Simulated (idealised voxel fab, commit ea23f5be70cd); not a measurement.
process module | voxel self aligned vias
Section cut is 235 nm wide and gridded with 5 nm square cells.
Just so we're on the same page, the cross-sections are grids of square cells, and they're listed out in bands top to bottom, each band one or more rows deep.
Quick guide to a band line: top height, bottom height (nm) up front; then every material left to right with its width in nm. Only one material and it's marked "full width"? Then it fills the band edge to edge. And "empty" just means empty space.
Heads up on the height convention: 0 is the point under which the incoming wafer is all one material, and the lowest band has no bottom, it just keeps going down, like "0 and below".
A width given as "30..40" starts at the first number in the band's top row and ends at the second number in its bottom row, shifting by an equal amount at every step from row to row.
The designation "no alteration", where it is given for a processing step, indicates that no cell of the cross-section was altered in the course of that step.
Enclosed voids (no open way to top), threshold 8 cells or more, entry "Catalogued sealed voids", notation width x height at distance, distance from left edge, nm.
What comes after the settings on a step's line is commentary from the simulator itself on that step.
What "overlay nm" on a step's line means: if the step has a mask, that mask lay this far to the right of its planned place, or, when the value is negative, to the left.

LISTED BELOW ARE THE PROCESS STEPS AS PLANNED
1: RECEIVE | material Si
2: CONFORMAL_DEP | material SiO2 | thk nm 15
3: CONFORMAL_DEP | material SiCN | thk nm 5
4: DIRECTIONAL_DEP | material SiO2 | thk nm 30
5: MASKED_ETCH | tone open | mask id LINES | width nm 25 | pitch nm 60 | etch materials SiO2 | depth nm 30 | overlay nm 0
6: CONFORMAL_DEP | material TiN | thk nm 5
7: FILL_DEP | material W | thk nm 10
8: CMP | height nm 50
9: SELECTIVE_ETCH | etch materials W Ru TiN | depth nm 5
10: FILL_DEP | material SiN | thk nm 5
11: CMP | height nm 50
12: DIRECTIONAL_DEP | material SiO2 | thk nm 15
13: MASKED_ETCH | tone open | mask id VIAS | width nm 35 | pitch nm 60 | etch materials SiO2 | depth nm 15 | overlay nm 0
14: MASKED_ETCH | tone open | mask id VIAS | width nm 35 | pitch nm 60 | etch materials SiN | depth nm 5 | overlay nm 0
15: CONFORMAL_DEP | material TiN | thk nm 5
16: FILL_DEP | material Cu | thk nm 5
17: CMP | height nm 65
18: CONFORMAL_DEP | material SiCN | thk nm 5

THE FIRST OF THE TWO WAFERS, WHICH RAN AS PLANNED

AS RECEIVED, AFTER STEP 1
    0 and below  Si full width
    Catalogued sealed voids: none

WAFER AFTER STEP 2 (CROSS-SECTION)
    15 down to 0  SiO2 full width
    For the remainder of the cross-section, below 0, there is no change.

WAFER AFTER STEP 3 (CROSS-SECTION)
    20 down to 15  SiCN full width
    For the remainder of the cross-section, below 15, there is no change.

WAFER AFTER STEP 4 (CROSS-SECTION)
    50 down to 20  SiO2 full width
    For the remainder of the cross-section, below 20, there is no change.

WAFER AFTER STEP 5 (CROSS-SECTION)
    50 down to 20  SiO2=75 / empty=25 / SiO2=35 / empty=25 / SiO2=75
    For the remainder of the cross-section, below 20, there is no change.

WAFER AFTER STEP 6 (CROSS-SECTION)
    55 down to 50  TiN=80 / empty=15 / TiN=45 / empty=15 / TiN=80
    50 down to 25  SiO2=75 / TiN=5 / empty=15 / TiN=5 / SiO2=35 / TiN=5 / empty=15 / TiN=5 / SiO2=75
    25 down to 20  SiO2=75 / TiN=25 / SiO2=35 / TiN=25 / SiO2=75
    For the remainder of the cross-section, below 20, there is no change.

WAFER AFTER STEP 7 (CROSS-SECTION)
    65 down to 55  W full width
    55 down to 50  TiN=80 / W=15 / TiN=45 / W=15 / TiN=80
    50 down to 25  SiO2=75 / TiN=5 / W=15 / TiN=5 / SiO2=35 / TiN=5 / W=15 / TiN=5 / SiO2=75
    For the remainder of the cross-section, below 25, there is no change.

WAFER AFTER STEP 8 (CROSS-SECTION)
    50 down to 25  SiO2=75 / TiN=5 / W=15 / TiN=5 / SiO2=35 / TiN=5 / W=15 / TiN=5 / SiO2=75
    For the remainder of the cross-section, below 25, there is no change.

WAFER AFTER STEP 9 (CROSS-SECTION)
    50 down to 45  SiO2=75 / empty=25 / SiO2=35 / empty=25 / SiO2=75
    For the remainder of the cross-section, below 45, there is no change.

WAFER AFTER STEP 10 (CROSS-SECTION)
    55 down to 50  SiN full width
    50 down to 45  SiO2=75 / SiN=25 / SiO2=35 / SiN=25 / SiO2=75
    For the remainder of the cross-section, below 45, there is no change.

WAFER AFTER STEP 11 (CROSS-SECTION)
    50 down to 45  SiO2=75 / SiN=25 / SiO2=35 / SiN=25 / SiO2=75
    For the remainder of the cross-section, below 45, there is no change.

WAFER AFTER STEP 12 (CROSS-SECTION)
    65 down to 50  SiO2 full width
    For the remainder of the cross-section, below 50, there is no change.

WAFER AFTER STEP 13 (CROSS-SECTION)
    65 down to 50  SiO2=70 / empty=35 / SiO2=25 / empty=35 / SiO2=70
    For the remainder of the cross-section, below 50, there is no change.

WAFER AFTER STEP 14 (CROSS-SECTION)
    65 down to 50  SiO2=70 / empty=35 / SiO2=25 / empty=35 / SiO2=70
    50 down to 45  SiO2=75 / empty=25 / SiO2=35 / empty=25 / SiO2=75
    For the remainder of the cross-section, below 45, there is no change.

WAFER AFTER STEP 15 (CROSS-SECTION)
    70 down to 65  TiN=75 / empty=25 / TiN=35 / empty=25 / TiN=75
    65 down to 55  SiO2=70 / TiN=5 / empty=25 / TiN=5 / SiO2=25 / TiN=5 / empty=25 / TiN=5 / SiO2=70
    55 down to 50  SiO2=70 / TiN=10 / empty=15 / TiN=10 / SiO2=25 / TiN=10 / empty=15 / TiN=10 / SiO2=70
    50 down to 45  SiO2=75 / TiN=25 / SiO2=35 / TiN=25 / SiO2=75
    For the remainder of the cross-section, below 45, there is no change.

WAFER AFTER STEP 16 (CROSS-SECTION)
    75 down to 70  Cu full width
    70 down to 65  TiN=75 / Cu=25 / TiN=35 / Cu=25 / TiN=75
    65 down to 55  SiO2=70 / TiN=5 / Cu=25 / TiN=5 / SiO2=25 / TiN=5 / Cu=25 / TiN=5 / SiO2=70
    55 down to 50  SiO2=70 / TiN=10 / Cu=15 / TiN=10 / SiO2=25 / TiN=10 / Cu=15 / TiN=10 / SiO2=70
    For the remainder of the cross-section, below 50, there is no change.

WAFER AFTER STEP 17 (CROSS-SECTION)
    65 down to 55  SiO2=70 / TiN=5 / Cu=25 / TiN=5 / SiO2=25 / TiN=5 / Cu=25 / TiN=5 / SiO2=70
    For the remainder of the cross-section, below 55, there is no change.

WAFER AFTER STEP 18 (CROSS-SECTION)
    70 down to 65  SiCN full width
    For the remainder of the cross-section, below 65, there is no change.

WAFER TWO OF THE PAIR: SAME ORIGIN, SAME PLAN, ONE ERROR DURING THE RUN; IDENTICAL TO WAFER ONE UP TO AND INCLUDING STEP 12

SECOND WAFER SHOWN IN CROSS-SECTION AT THE TIME STEP 13 WAS SLATED TO END
    65 down to 50  SiO2=60 / empty=35 / SiO2=25 / empty=35 / SiO2=80
    For the remainder of the cross-section, below 50, there is no change.

SECOND WAFER SHOWN IN CROSS-SECTION AT THE TIME STEP 14 WAS SLATED TO END
    65 down to 50  SiO2=60 / empty=35 / SiO2=25 / empty=35 / SiO2=80
    50 down to 45  SiO2=75 / empty=20 / SiN=5 / SiO2=35 / empty=20 / SiN=5 / SiO2=75
    For the remainder of the cross-section, below 45, there is no change.

SECOND WAFER SHOWN IN CROSS-SECTION AT THE TIME STEP 15 WAS SLATED TO END
    70 down to 65  TiN=65 / empty=25 / TiN=35 / empty=25 / TiN=85
    65 down to 55  SiO2=60 / TiN=5 / empty=25 / TiN=5 / SiO2=25 / TiN=5 / empty=25 / TiN=5 / SiO2=80
    55 down to 50  SiO2=60 / TiN=20 / empty=10 / TiN=5 / SiO2=25 / TiN=20 / empty=10 / TiN=5 / SiO2=80
    50 down to 45  SiO2=75 / TiN=20 / SiN=5 / SiO2=35 / TiN=20 / SiN=5 / SiO2=75
    For the remainder of the cross-section, below 45, there is no change.

SECOND WAFER SHOWN IN CROSS-SECTION AT THE TIME STEP 16 WAS SLATED TO END
    75 down to 70  Cu full width
    70 down to 65  TiN=65 / Cu=25 / TiN=35 / Cu=25 / TiN=85
    65 down to 55  SiO2=60 / TiN=5 / Cu=25 / TiN=5 / SiO2=25 / TiN=5 / Cu=25 / TiN=5 / SiO2=80
    55 down to 50  SiO2=60 / TiN=20 / Cu=10 / TiN=5 / SiO2=25 / TiN=20 / Cu=10 / TiN=5 / SiO2=80
    For the remainder of the cross-section, below 50, there is no change.

SECOND WAFER SHOWN IN CROSS-SECTION AT THE TIME STEP 17 WAS SLATED TO END
    65 down to 55  SiO2=60 / TiN=5 / Cu=25 / TiN=5 / SiO2=25 / TiN=5 / Cu=25 / TiN=5 / SiO2=80
    For the remainder of the cross-section, below 55, there is no change.

SECOND WAFER SHOWN IN CROSS-SECTION AT THE TIME STEP 18 WAS SLATED TO END
    70 down to 65  SiCN full width
    For the remainder of the cross-section, below 65, there is no change.
Deviation from plan: step 13 was not run as planned; what actually ran was MASKED_ETCH | tone open | mask id VIAS | width nm 35 | pitch nm 60 | etch materials SiO2 | depth nm 15 | overlay nm -10
Final tally in cells, some materials are higher or lower on the second wafer than on the first: 2 fewer of Cu, 2 more of SiN
